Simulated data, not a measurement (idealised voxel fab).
process module | voxel transistor to metal
cross-section cut | 205 nm wide | cells 5 nm
A cross-section is a grid of square cells, given in bands from the top down. A band is one or more rows of cells.
Each band's line starts with the height of the band's top and of its bottom, in nm. Then come its materials from left to right, each with its width in nm. One material with "throughout" fills the band from edge to edge. "air" is empty space.
Height 0 is the level under which the wafer as received is all one material. The lowest band goes on downwards, as in "0 down".
A width such as "30 to 40" changes by the same amount from each row of cells to the next, from the band's top row to its bottom row.
"no change" after a step means that no cell of the cross-section changed.
closed voids: empty space of 8 cells or more with no open way to the top, each as width x height at its distance from the left edge, in nm
after a step's settings: what the simulator itself notes on the step
overlay nm, on a step with a mask: how far to the right of its planned place the mask lay; to the left if negative
plan
1 op RECEIVE | material Si
2 op CONFORMAL_DEP | material SiO2 | thk nm 5
3 op CONFORMAL_DEP | material SiN | thk nm 10
4 op DIRECTIONAL_DEP | material aC | thk nm 10
5 op PATTERN | tone cover | mask id ACTIVE | material resist | width nm 120 | thk nm 30 | overlay nm 0
6 op DIRECTIONAL_ETCH | etch materials aC | depth nm 10
7 op STRIP | etch materials resist
8 op DIRECTIONAL_ETCH | etch materials SiN | depth nm 10
9 op DIRECTIONAL_ETCH | etch materials SiO2 | depth nm 5
10 op DIRECTIONAL_ETCH | etch materials Si | depth nm 30
11 op STRIP | etch materials aC
12 op FILL_DEP | material SiO2 | thk nm 10
13 op CMP | height nm 15
14 op SELECTIVE_ETCH | etch materials SiO2 | depth nm 5
15 op STRIP | etch materials SiN
16 op SELECTIVE_ETCH | etch materials SiO2 | depth nm 5
17 op OXIDIZE | depth nm 5
18 op DIRECTIONAL_DEP | material polySi | thk nm 30
19 op DIRECTIONAL_DEP | material SiCN | thk nm 15
20 op MASKED_ETCH | tone cover | mask id GATE | width nm 20 | etch materials SiCN | depth nm 25 | overlay nm 0
21 op MASKED_ETCH | tone cover | mask id GATE | width nm 20 | etch materials polySi | depth nm 40 | overlay nm 0
22 op CONFORMAL_DEP | material SiN | thk nm 5
23 op DIRECTIONAL_ETCH | etch materials SiN | depth nm 5
24 op DIRECTIONAL_ETCH | etch materials SiO2 | depth nm 5
25 op DIRECTIONAL_ETCH | etch materials Si | depth nm 5
26 op EPI | material SiGe | thk nm 10
27 op FILL_DEP | material SiO2 | thk nm 5
28 op CMP | height nm 45
29 op DIRECTIONAL_DEP | material SiO2 | thk nm 10
30 op PATTERN | tone open | mask id CONTACT | material resist | width nm 20 | pitch nm 80 | thk nm 20 | overlay nm 0
31 op DIRECTIONAL_ETCH | etch materials SiO2 | depth nm 55
32 op STRIP | etch materials resist
33 op CONFORMAL_DEP | material TiN | thk nm 5
34 op FILL_DEP | material W | thk nm 10
35 op CMP | height nm 55
36 op DIRECTIONAL_DEP | material TiN | thk nm 5
37 op DIRECTIONAL_DEP | material W | thk nm 15
38 op DIRECTIONAL_DEP | material aC | thk nm 10
39 op PATTERN | tone cover | mask id METAL_1 | material resist | width nm 20 | pitch nm 80 | thk nm 30 | overlay nm 0
40 op DIRECTIONAL_ETCH | etch materials aC | depth nm 10
41 op STRIP | etch materials resist
42 op DIRECTIONAL_ETCH | etch materials W | depth nm 15
43 op DIRECTIONAL_ETCH | etch materials TiN | depth nm 5
44 op STRIP | etch materials aC
45 op CONFORMAL_DEP | material SiN | thk nm 5
46 op FILL_DEP | material SiO2 | thk nm 10
47 op CMP | height nm 75
48 op CONFORMAL_DEP | material SiCN | thk nm 5
49 op DIRECTIONAL_DEP | material SiO2 | thk nm 30
50 op MASKED_ETCH | tone open | mask id METAL_2_HOLES | width nm 15 | pitch nm 80 | etch materials SiO2 | depth nm 30 | overlay nm 0
51 op PATTERN | tone open | mask id METAL_2 | material resist | width nm 20 | pitch nm 80 | thk nm 15 | overlay nm 0
52 op DIRECTIONAL_ETCH | etch materials SiO2 | depth nm 20
53 op DIRECTIONAL_ETCH | etch materials SiCN | depth nm 5
54 op STRIP | etch materials resist
55 op CONFORMAL_DEP | material TiN | thk nm 5
56 op FILL_DEP | material Cu | thk nm 5
57 op CMP | height nm 110
58 op CONFORMAL_DEP | material SiCN | thk nm 5
first wafer, as planned
as received, after step 1
  0 down: Si throughout
  closed voids: none
after step 2
  5 to 0: SiO2 throughout
  below 0: unchanged
after step 3
  15 to 5: SiN throughout
  below 5: unchanged
after step 4
  25 to 15: aC throughout
  below 15: unchanged
after step 5
  55 to 25: air 40 | resist 120 | air 45
  below 25: unchanged
after step 6
  45 to 25: air 40 | resist 120 | air 45
  25 to 15: air 40 | aC 120 | air 45
  below 15: unchanged
after step 7
  25 to 15: air 40 | aC 120 | air 45
  below 15: unchanged
after step 8
  25 to 15: air 40 | aC 120 | air 45
  15 to 5: air 40 | SiN 120 | air 45
  below 5: unchanged
after step 9
  25 to 15: air 40 | aC 120 | air 45
  15 to 5: air 40 | SiN 120 | air 45
  5 to 0: air 40 | SiO2 120 | air 45
  below 0: unchanged
after step 10
  25 to 15: air 40 | aC 120 | air 45
  15 to 5: air 40 | SiN 120 | air 45
  5 to 0: air 40 | SiO2 120 | air 45
  0 to -30: air 40 | Si 120 | air 45
  below -30: unchanged
after step 11
  15 to 5: air 40 | SiN 120 | air 45
  below 5: unchanged
after step 12
  25 to 15: SiO2 throughout
  15 to 5: SiO2 40 | SiN 120 | SiO2 45
  5 to 0: SiO2 throughout
  0 to -30: SiO2 40 | Si 120 | SiO2 45
  below -30: unchanged
after step 13
  15 to 5: SiO2 40 | SiN 120 | SiO2 45
  below 5: unchanged
after step 14
  15 to 10: air 40 | SiN 120 | air 45
  below 10: unchanged
after step 15
  10 to 5: SiO2 40 | air 120 | SiO2 45
  below 5: unchanged
after step 16
  5 to 0: SiO2 35 | air 130 | SiO2 40
  below 0: unchanged
after step 17
  5 to 0: SiO2 35 | air 130 | SiO2 40
  0 to -5: SiO2 throughout
  below -5: unchanged
after step 18
  35 to 30: polySi 35 | air 130 | polySi 40
  30 to 5: polySi throughout
  5 to 0: SiO2 35 | polySi 130 | SiO2 40
  below 0: unchanged
after step 19
  50 to 45: SiCN 35 | air 130 | SiCN 40
  45 to 35: SiCN throughout
  35 to 30: polySi 35 | SiCN 130 | polySi 40
  below 30: unchanged
after step 20
  45 to 35: air 90 | SiCN 20 | air 95
  35 to 30: polySi 35 | air 55 | SiCN 20 | air 55 | polySi 40
  below 30: unchanged
after step 21
  45 to 30: air 90 | SiCN 20 | air 95
  30 to 5: air 90 | polySi 20 | air 95
  5 to 0: SiO2 35 | air 55 | polySi 20 | air 55 | SiO2 40
  below 0: unchanged
after step 22
  50 to 45: air 85 | SiN 30 | air 90
  45 to 30: air 85 | SiN 5 | SiCN 20 | SiN 5 | air 90
  30 to 10: air 85 | SiN 5 | polySi 20 | SiN 5 | air 90
  10 to 5: SiN 40 | air 45 | SiN 5 | polySi 20 | SiN 5 | air 45 | SiN 45
  5 to 0: SiO2 35 | SiN 55 | polySi 20 | SiN 55 | SiO2 40
  below 0: unchanged
after step 23
  45 to 30: air 85 | SiN 5 | SiCN 20 | SiN 5 | air 90
  30 to 5: air 85 | SiN 5 | polySi 20 | SiN 5 | air 90
  5 to 0: SiO2 35 | SiN 5 | air 45 | SiN 5 | polySi 20 | SiN 5 | air 45 | SiN 5 | SiO2 40
  below 0: unchanged
after step 24
  45 to 30: air 85 | SiN 5 | SiCN 20 | SiN 5 | air 90
  30 to 5: air 85 | SiN 5 | polySi 20 | SiN 5 | air 90
  5 to 0: air 35 | SiN 5 | air 45 | SiN 5 | polySi 20 | SiN 5 | air 45 | SiN 5 | air 40
  0 to -5: SiO2 40 | air 45 | SiO2 30 | air 45 | SiO2 45
  below -5: unchanged
after step 25
  45 to 30: air 85 | SiN 5 | SiCN 20 | SiN 5 | air 90
  30 to 5: air 85 | SiN 5 | polySi 20 | SiN 5 | air 90
  5 to 0: air 35 | SiN 5 | air 45 | SiN 5 | polySi 20 | SiN 5 | air 45 | SiN 5 | air 40
  0 to -5: SiO2 40 | air 45 | SiO2 30 | air 45 | SiO2 45
  -5 to -10: SiO2 40 | air 45 | Si 30 | air 45 | SiO2 45
  below -10: unchanged
after step 26
  45 to 30: air 85 | SiN 5 | SiCN 20 | SiN 5 | air 90
  30 to 5: air 85 | SiN 5 | polySi 20 | SiN 5 | air 90
  5 to 0: air 35 | SiN 5 | air 35 | SiGe 10 | SiN 5 | polySi 20 | SiN 5 | SiGe 10 | air 35 | SiN 5 | air 40
  0 to -5: SiO2 40 | SiGe 45 | SiO2 30 | SiGe 45 | SiO2 45
  -5 to -10: SiO2 40 | SiGe 45 | Si 30 | SiGe 45 | SiO2 45
  below -10: unchanged
after step 27
  50 to 45: SiO2 throughout
  45 to 30: SiO2 85 | SiN 5 | SiCN 20 | SiN 5 | SiO2 90
  30 to 5: SiO2 85 | SiN 5 | polySi 20 | SiN 5 | SiO2 90
  5 to 0: SiO2 35 | SiN 5 | SiO2 35 | SiGe 10 | SiN 5 | polySi 20 | SiN 5 | SiGe 10 | SiO2 35 | SiN 5 | SiO2 40
  below 0: unchanged
after step 28
  45 to 30: SiO2 85 | SiN 5 | SiCN 20 | SiN 5 | SiO2 90
  below 30: unchanged
after step 29
  55 to 45: SiO2 throughout
  below 45: unchanged
after step 30
  75 to 55: resist 50 | air 20 | resist 60 | air 20 | resist 55
  below 55: unchanged
after step 31
  75 to 55: resist 50 | air 20 | resist 60 | air 20 | resist 55
  55 to 45: SiO2 50 | air 20 | SiO2 60 | air 20 | SiO2 55
  45 to 30: SiO2 50 | air 20 | SiO2 15 | SiN 5 | SiCN 20 | SiN 5 | SiO2 15 | air 20 | SiO2 55
  30 to 5: SiO2 50 | air 20 | SiO2 15 | SiN 5 | polySi 20 | SiN 5 | SiO2 15 | air 20 | SiO2 55
  5 to 0: SiO2 35 | SiN 5 | SiO2 10 | air 20 | SiO2 5 | SiGe 10 | SiN 5 | polySi 20 | SiN 5 | SiGe 10 | SiO2 5 | air 20 | SiO2 10 | SiN 5 | SiO2 40
  below 0: unchanged
after step 32
  55 to 45: SiO2 50 | air 20 | SiO2 60 | air 20 | SiO2 55
  below 45: unchanged
after step 33
  60 to 55: TiN 55 | air 10 | TiN 70 | air 10 | TiN 60
  55 to 45: SiO2 50 | TiN 5 | air 10 | TiN 5 | SiO2 60 | TiN 5 | air 10 | TiN 5 | SiO2 55
  45 to 30: SiO2 50 | TiN 5 | air 10 | TiN 5 | SiO2 15 | SiN 5 | SiCN 20 | SiN 5 | SiO2 15 | TiN 5 | air 10 | TiN 5 | SiO2 55
  30 to 5: SiO2 50 | TiN 5 | air 10 | TiN 5 | SiO2 15 | SiN 5 | polySi 20 | SiN 5 | SiO2 15 | TiN 5 | air 10 | TiN 5 | SiO2 55
  5 to 0: SiO2 35 | SiN 5 | SiO2 10 | TiN 20 | SiO2 5 | SiGe 10 | SiN 5 | polySi 20 | SiN 5 | SiGe 10 | SiO2 5 | TiN 20 | SiO2 10 | SiN 5 | SiO2 40
  below 0: unchanged
after step 34
  70 to 60: W throughout
  60 to 55: TiN 55 | W 10 | TiN 70 | W 10 | TiN 60
  55 to 45: SiO2 50 | TiN 5 | W 10 | TiN 5 | SiO2 60 | TiN 5 | W 10 | TiN 5 | SiO2 55
  45 to 30: SiO2 50 | TiN 5 | W 10 | TiN 5 | SiO2 15 | SiN 5 | SiCN 20 | SiN 5 | SiO2 15 | TiN 5 | W 10 | TiN 5 | SiO2 55
  30 to 5: SiO2 50 | TiN 5 | W 10 | TiN 5 | SiO2 15 | SiN 5 | polySi 20 | SiN 5 | SiO2 15 | TiN 5 | W 10 | TiN 5 | SiO2 55
  below 5: unchanged
after step 35
  55 to 45: SiO2 50 | TiN 5 | W 10 | TiN 5 | SiO2 60 | TiN 5 | W 10 | TiN 5 | SiO2 55
  below 45: unchanged
after step 36
  60 to 55: TiN throughout
  below 55: unchanged
after step 37
  75 to 60: W throughout
  below 60: unchanged
after step 38
  85 to 75: aC throughout
  below 75: unchanged
after step 39
  115 to 85: air 50 | resist 20 | air 60 | resist 20 | air 55
  below 85: unchanged
after step 40
  105 to 85: air 50 | resist 20 | air 60 | resist 20 | air 55
  85 to 75: air 50 | aC 20 | air 60 | aC 20 | air 55
  below 75: unchanged
after step 41
  85 to 75: air 50 | aC 20 | air 60 | aC 20 | air 55
  below 75: unchanged
after step 42
  85 to 75: air 50 | aC 20 | air 60 | aC 20 | air 55
  75 to 60: air 50 | W 20 | air 60 | W 20 | air 55
  below 60: unchanged
after step 43
  85 to 75: air 50 | aC 20 | air 60 | aC 20 | air 55
  75 to 60: air 50 | W 20 | air 60 | W 20 | air 55
  60 to 55: air 50 | TiN 20 | air 60 | TiN 20 | air 55
  below 55: unchanged
after step 44
  75 to 60: air 50 | W 20 | air 60 | W 20 | air 55
  below 60: unchanged
after step 45
  80 to 75: air 45 | SiN 30 | air 50 | SiN 30 | air 50
  75 to 60: air 45 | SiN 5 | W 20 | SiN 5 | air 50 | SiN 5 | W 20 | SiN 5 | air 50
  60 to 55: SiN 50 | TiN 20 | SiN 60 | TiN 20 | SiN 55
  below 55: unchanged
after step 46
  90 to 80: SiO2 throughout
  80 to 75: SiO2 45 | SiN 30 | SiO2 50 | SiN 30 | SiO2 50
  75 to 60: SiO2 45 | SiN 5 | W 20 | SiN 5 | SiO2 50 | SiN 5 | W 20 | SiN 5 | SiO2 50
  below 60: unchanged
after step 47
  75 to 60: SiO2 45 | SiN 5 | W 20 | SiN 5 | SiO2 50 | SiN 5 | W 20 | SiN 5 | SiO2 50
  below 60: unchanged
after step 48
  80 to 75: SiCN throughout
  below 75: unchanged
after step 49
  110 to 80: SiO2 throughout
  below 80: unchanged
after step 50
  110 to 80: SiO2 50 | air 15 | SiO2 65 | air 15 | SiO2 60
  below 80: unchanged
after step 51
  125 to 110: resist 50 | air 20 | resist 60 | air 20 | resist 55
  below 110: unchanged
after step 52
  125 to 110: resist 50 | air 20 | resist 60 | air 20 | resist 55
  110 to 90: SiO2 50 | air 20 | SiO2 60 | air 20 | SiO2 55
  below 90: unchanged
after step 53
  125 to 110: resist 50 | air 20 | resist 60 | air 20 | resist 55
  110 to 90: SiO2 50 | air 20 | SiO2 60 | air 20 | SiO2 55
  90 to 80: SiO2 50 | air 15 | SiO2 65 | air 15 | SiO2 60
  80 to 75: SiCN 50 | air 15 | SiCN 65 | air 15 | SiCN 60
  below 75: unchanged
after step 54
  110 to 90: SiO2 50 | air 20 | SiO2 60 | air 20 | SiO2 55
  below 90: unchanged
after step 55
  115 to 110: TiN 55 | air 10 | TiN 70 | air 10 | TiN 60
  110 to 95: SiO2 50 | TiN 5 | air 10 | TiN 5 | SiO2 60 | TiN 5 | air 10 | TiN 5 | SiO2 55
  95 to 90: SiO2 50 | TiN 5 | air 5 | TiN 10 | SiO2 60 | TiN 5 | air 5 | TiN 10 | SiO2 55
  90 to 80: SiO2 50 | TiN 5 | air 5 | TiN 5 | SiO2 65 | TiN 5 | air 5 | TiN 5 | SiO2 60
  80 to 75: SiCN 50 | TiN 15 | SiCN 65 | TiN 15 | SiCN 60
  below 75: unchanged
after step 56
  120 to 115: Cu throughout
  115 to 110: TiN 55 | Cu 10 | TiN 70 | Cu 10 | TiN 60
  110 to 95: SiO2 50 | TiN 5 | Cu 10 | TiN 5 | SiO2 60 | TiN 5 | Cu 10 | TiN 5 | SiO2 55
  95 to 90: SiO2 50 | TiN 5 | Cu 5 | TiN 10 | SiO2 60 | TiN 5 | Cu 5 | TiN 10 | SiO2 55
  90 to 80: SiO2 50 | TiN 5 | Cu 5 | TiN 5 | SiO2 65 | TiN 5 | Cu 5 | TiN 5 | SiO2 60
  below 80: unchanged
after step 57
  110 to 95: SiO2 50 | TiN 5 | Cu 10 | TiN 5 | SiO2 60 | TiN 5 | Cu 10 | TiN 5 | SiO2 55
  below 95: unchanged
after step 58
  115 to 110: SiCN throughout
  below 110: unchanged
second wafer: like start, like plan, one mistake. Through step 9 it matches the first wafer
when step 10 should have ended
  25 to 15: air 40 | aC 120 | air 45
  15 to 5: air 40 | SiN 120 | air 45
  5 to 0: air 40 | SiO2 120 | air 45
  0 to -20: air 40 | Si 120 | air 45
  below -20: unchanged
when step 11 should have ended
  15 to 5: air 40 | SiN 120 | air 45
  below 5: unchanged
when step 12 should have ended
  25 to 15: SiO2 throughout
  15 to 5: SiO2 40 | SiN 120 | SiO2 45
  5 to 0: SiO2 throughout
  0 to -20: SiO2 40 | Si 120 | SiO2 45
  below -20: unchanged
when step 13 should have ended
  15 to 5: SiO2 40 | SiN 120 | SiO2 45
  below 5: unchanged
when step 14 should have ended
  15 to 10: air 40 | SiN 120 | air 45
  below 10: unchanged
when step 15 should have ended
  10 to 5: SiO2 40 | air 120 | SiO2 45
  below 5: unchanged
when step 16 should have ended
  5 to 0: SiO2 35 | air 130 | SiO2 40
  below 0: unchanged
when step 17 should have ended
  5 to 0: SiO2 35 | air 130 | SiO2 40
  0 to -5: SiO2 throughout
  below -5: unchanged
when step 18 should have ended
  35 to 30: polySi 35 | air 130 | polySi 40
  30 to 5: polySi throughout
  5 to 0: SiO2 35 | polySi 130 | SiO2 40
  below 0: unchanged
when step 19 should have ended
  50 to 45: SiCN 35 | air 130 | SiCN 40
  45 to 35: SiCN throughout
  35 to 30: polySi 35 | SiCN 130 | polySi 40
  below 30: unchanged
when step 20 should have ended
  45 to 35: air 90 | SiCN 20 | air 95
  35 to 30: polySi 35 | air 55 | SiCN 20 | air 55 | polySi 40
  below 30: unchanged
when step 21 should have ended
  45 to 30: air 90 | SiCN 20 | air 95
  30 to 5: air 90 | polySi 20 | air 95
  5 to 0: SiO2 35 | air 55 | polySi 20 | air 55 | SiO2 40
  below 0: unchanged
when step 22 should have ended
  50 to 45: air 85 | SiN 30 | air 90
  45 to 30: air 85 | SiN 5 | SiCN 20 | SiN 5 | air 90
  30 to 10: air 85 | SiN 5 | polySi 20 | SiN 5 | air 90
  10 to 5: SiN 40 | air 45 | SiN 5 | polySi 20 | SiN 5 | air 45 | SiN 45
  5 to 0: SiO2 35 | SiN 55 | polySi 20 | SiN 55 | SiO2 40
  below 0: unchanged
when step 23 should have ended
  45 to 30: air 85 | SiN 5 | SiCN 20 | SiN 5 | air 90
  30 to 5: air 85 | SiN 5 | polySi 20 | SiN 5 | air 90
  5 to 0: SiO2 35 | SiN 5 | air 45 | SiN 5 | polySi 20 | SiN 5 | air 45 | SiN 5 | SiO2 40
  below 0: unchanged
when step 24 should have ended
  45 to 30: air 85 | SiN 5 | SiCN 20 | SiN 5 | air 90
  30 to 5: air 85 | SiN 5 | polySi 20 | SiN 5 | air 90
  5 to 0: air 35 | SiN 5 | air 45 | SiN 5 | polySi 20 | SiN 5 | air 45 | SiN 5 | air 40
  0 to -5: SiO2 40 | air 45 | SiO2 30 | air 45 | SiO2 45
  below -5: unchanged
when step 25 should have ended
  45 to 30: air 85 | SiN 5 | SiCN 20 | SiN 5 | air 90
  30 to 5: air 85 | SiN 5 | polySi 20 | SiN 5 | air 90
  5 to 0: air 35 | SiN 5 | air 45 | SiN 5 | polySi 20 | SiN 5 | air 45 | SiN 5 | air 40
  0 to -5: SiO2 40 | air 45 | SiO2 30 | air 45 | SiO2 45
  -5 to -10: SiO2 40 | air 45 | Si 30 | air 45 | SiO2 45
  below -10: unchanged
when step 26 should have ended
  45 to 30: air 85 | SiN 5 | SiCN 20 | SiN 5 | air 90
  30 to 5: air 85 | SiN 5 | polySi 20 | SiN 5 | air 90
  5 to 0: air 35 | SiN 5 | air 35 | SiGe 10 | SiN 5 | polySi 20 | SiN 5 | SiGe 10 | air 35 | SiN 5 | air 40
  0 to -5: SiO2 40 | SiGe 45 | SiO2 30 | SiGe 45 | SiO2 45
  -5 to -10: SiO2 40 | SiGe 45 | Si 30 | SiGe 45 | SiO2 45
  below -10: unchanged
when step 27 should have ended
  50 to 45: SiO2 throughout
  45 to 30: SiO2 85 | SiN 5 | SiCN 20 | SiN 5 | SiO2 90
  30 to 5: SiO2 85 | SiN 5 | polySi 20 | SiN 5 | SiO2 90
  5 to 0: SiO2 35 | SiN 5 | SiO2 35 | SiGe 10 | SiN 5 | polySi 20 | SiN 5 | SiGe 10 | SiO2 35 | SiN 5 | SiO2 40
  below 0: unchanged
when step 28 should have ended
  45 to 30: SiO2 85 | SiN 5 | SiCN 20 | SiN 5 | SiO2 90
  below 30: unchanged
when step 29 should have ended
  55 to 45: SiO2 throughout
  below 45: unchanged
when step 30 should have ended
  75 to 55: resist 50 | air 20 | resist 60 | air 20 | resist 55
  below 55: unchanged
when step 31 should have ended
  75 to 55: resist 50 | air 20 | resist 60 | air 20 | resist 55
  55 to 45: SiO2 50 | air 20 | SiO2 60 | air 20 | SiO2 55
  45 to 30: SiO2 50 | air 20 | SiO2 15 | SiN 5 | SiCN 20 | SiN 5 | SiO2 15 | air 20 | SiO2 55
  30 to 5: SiO2 50 | air 20 | SiO2 15 | SiN 5 | polySi 20 | SiN 5 | SiO2 15 | air 20 | SiO2 55
  5 to 0: SiO2 35 | SiN 5 | SiO2 10 | air 20 | SiO2 5 | SiGe 10 | SiN 5 | polySi 20 | SiN 5 | SiGe 10 | SiO2 5 | air 20 | SiO2 10 | SiN 5 | SiO2 40
  below 0: unchanged
when step 32 should have ended
  55 to 45: SiO2 50 | air 20 | SiO2 60 | air 20 | SiO2 55
  below 45: unchanged
when step 33 should have ended
  60 to 55: TiN 55 | air 10 | TiN 70 | air 10 | TiN 60
  55 to 45: SiO2 50 | TiN 5 | air 10 | TiN 5 | SiO2 60 | TiN 5 | air 10 | TiN 5 | SiO2 55
  45 to 30: SiO2 50 | TiN 5 | air 10 | TiN 5 | SiO2 15 | SiN 5 | SiCN 20 | SiN 5 | SiO2 15 | TiN 5 | air 10 | TiN 5 | SiO2 55
  30 to 5: SiO2 50 | TiN 5 | air 10 | TiN 5 | SiO2 15 | SiN 5 | polySi 20 | SiN 5 | SiO2 15 | TiN 5 | air 10 | TiN 5 | SiO2 55
  5 to 0: SiO2 35 | SiN 5 | SiO2 10 | TiN 20 | SiO2 5 | SiGe 10 | SiN 5 | polySi 20 | SiN 5 | SiGe 10 | SiO2 5 | TiN 20 | SiO2 10 | SiN 5 | SiO2 40
  below 0: unchanged
when step 34 should have ended
  70 to 60: W throughout
  60 to 55: TiN 55 | W 10 | TiN 70 | W 10 | TiN 60
  55 to 45: SiO2 50 | TiN 5 | W 10 | TiN 5 | SiO2 60 | TiN 5 | W 10 | TiN 5 | SiO2 55
  45 to 30: SiO2 50 | TiN 5 | W 10 | TiN 5 | SiO2 15 | SiN 5 | SiCN 20 | SiN 5 | SiO2 15 | TiN 5 | W 10 | TiN 5 | SiO2 55
  30 to 5: SiO2 50 | TiN 5 | W 10 | TiN 5 | SiO2 15 | SiN 5 | polySi 20 | SiN 5 | SiO2 15 | TiN 5 | W 10 | TiN 5 | SiO2 55
  below 5: unchanged
when step 35 should have ended
  55 to 45: SiO2 50 | TiN 5 | W 10 | TiN 5 | SiO2 60 | TiN 5 | W 10 | TiN 5 | SiO2 55
  below 45: unchanged
when step 36 should have ended
  60 to 55: TiN throughout
  below 55: unchanged
when step 37 should have ended
  75 to 60: W throughout
  below 60: unchanged
when step 38 should have ended
  85 to 75: aC throughout
  below 75: unchanged
when step 39 should have ended
  115 to 85: air 50 | resist 20 | air 60 | resist 20 | air 55
  below 85: unchanged
when step 40 should have ended
  105 to 85: air 50 | resist 20 | air 60 | resist 20 | air 55
  85 to 75: air 50 | aC 20 | air 60 | aC 20 | air 55
  below 75: unchanged
when step 41 should have ended
  85 to 75: air 50 | aC 20 | air 60 | aC 20 | air 55
  below 75: unchanged
when step 42 should have ended
  85 to 75: air 50 | aC 20 | air 60 | aC 20 | air 55
  75 to 60: air 50 | W 20 | air 60 | W 20 | air 55
  below 60: unchanged
when step 43 should have ended
  85 to 75: air 50 | aC 20 | air 60 | aC 20 | air 55
  75 to 60: air 50 | W 20 | air 60 | W 20 | air 55
  60 to 55: air 50 | TiN 20 | air 60 | TiN 20 | air 55
  below 55: unchanged
when step 44 should have ended
  75 to 60: air 50 | W 20 | air 60 | W 20 | air 55
  below 60: unchanged
when step 45 should have ended
  80 to 75: air 45 | SiN 30 | air 50 | SiN 30 | air 50
  75 to 60: air 45 | SiN 5 | W 20 | SiN 5 | air 50 | SiN 5 | W 20 | SiN 5 | air 50
  60 to 55: SiN 50 | TiN 20 | SiN 60 | TiN 20 | SiN 55
  below 55: unchanged
when step 46 should have ended
  90 to 80: SiO2 throughout
  80 to 75: SiO2 45 | SiN 30 | SiO2 50 | SiN 30 | SiO2 50
  75 to 60: SiO2 45 | SiN 5 | W 20 | SiN 5 | SiO2 50 | SiN 5 | W 20 | SiN 5 | SiO2 50
  below 60: unchanged
when step 47 should have ended
  75 to 60: SiO2 45 | SiN 5 | W 20 | SiN 5 | SiO2 50 | SiN 5 | W 20 | SiN 5 | SiO2 50
  below 60: unchanged
when step 48 should have ended
  80 to 75: SiCN throughout
  below 75: unchanged
when step 49 should have ended
  110 to 80: SiO2 throughout
  below 80: unchanged
when step 50 should have ended
  110 to 80: SiO2 50 | air 15 | SiO2 65 | air 15 | SiO2 60
  below 80: unchanged
when step 51 should have ended
  125 to 110: resist 50 | air 20 | resist 60 | air 20 | resist 55
  below 110: unchanged
when step 52 should have ended
  125 to 110: resist 50 | air 20 | resist 60 | air 20 | resist 55
  110 to 90: SiO2 50 | air 20 | SiO2 60 | air 20 | SiO2 55
  below 90: unchanged
when step 53 should have ended
  125 to 110: resist 50 | air 20 | resist 60 | air 20 | resist 55
  110 to 90: SiO2 50 | air 20 | SiO2 60 | air 20 | SiO2 55
  90 to 80: SiO2 50 | air 15 | SiO2 65 | air 15 | SiO2 60
  80 to 75: SiCN 50 | air 15 | SiCN 65 | air 15 | SiCN 60
  below 75: unchanged
when step 54 should have ended
  110 to 90: SiO2 50 | air 20 | SiO2 60 | air 20 | SiO2 55
  below 90: unchanged
when step 55 should have ended
  115 to 110: TiN 55 | air 10 | TiN 70 | air 10 | TiN 60
  110 to 95: SiO2 50 | TiN 5 | air 10 | TiN 5 | SiO2 60 | TiN 5 | air 10 | TiN 5 | SiO2 55
  95 to 90: SiO2 50 | TiN 5 | air 5 | TiN 10 | SiO2 60 | TiN 5 | air 5 | TiN 10 | SiO2 55
  90 to 80: SiO2 50 | TiN 5 | air 5 | TiN 5 | SiO2 65 | TiN 5 | air 5 | TiN 5 | SiO2 60
  80 to 75: SiCN 50 | TiN 15 | SiCN 65 | TiN 15 | SiCN 60
  below 75: unchanged
when step 56 should have ended
  120 to 115: Cu throughout
  115 to 110: TiN 55 | Cu 10 | TiN 70 | Cu 10 | TiN 60
  110 to 95: SiO2 50 | TiN 5 | Cu 10 | TiN 5 | SiO2 60 | TiN 5 | Cu 10 | TiN 5 | SiO2 55
  95 to 90: SiO2 50 | TiN 5 | Cu 5 | TiN 10 | SiO2 60 | TiN 5 | Cu 5 | TiN 10 | SiO2 55
  90 to 80: SiO2 50 | TiN 5 | Cu 5 | TiN 5 | SiO2 65 | TiN 5 | Cu 5 | TiN 5 | SiO2 60
  below 80: unchanged
when step 57 should have ended
  110 to 95: SiO2 50 | TiN 5 | Cu 10 | TiN 5 | SiO2 60 | TiN 5 | Cu 10 | TiN 5 | SiO2 55
  below 95: unchanged
when step 58 should have ended
  115 to 110: SiCN throughout
  below 110: unchanged
what went wrong: step 10 ran as: op DIRECTIONAL_ETCH | etch materials Si | depth nm 20
at the end the second wafer has, in cells: 34 more of Si | 34 fewer of SiO2
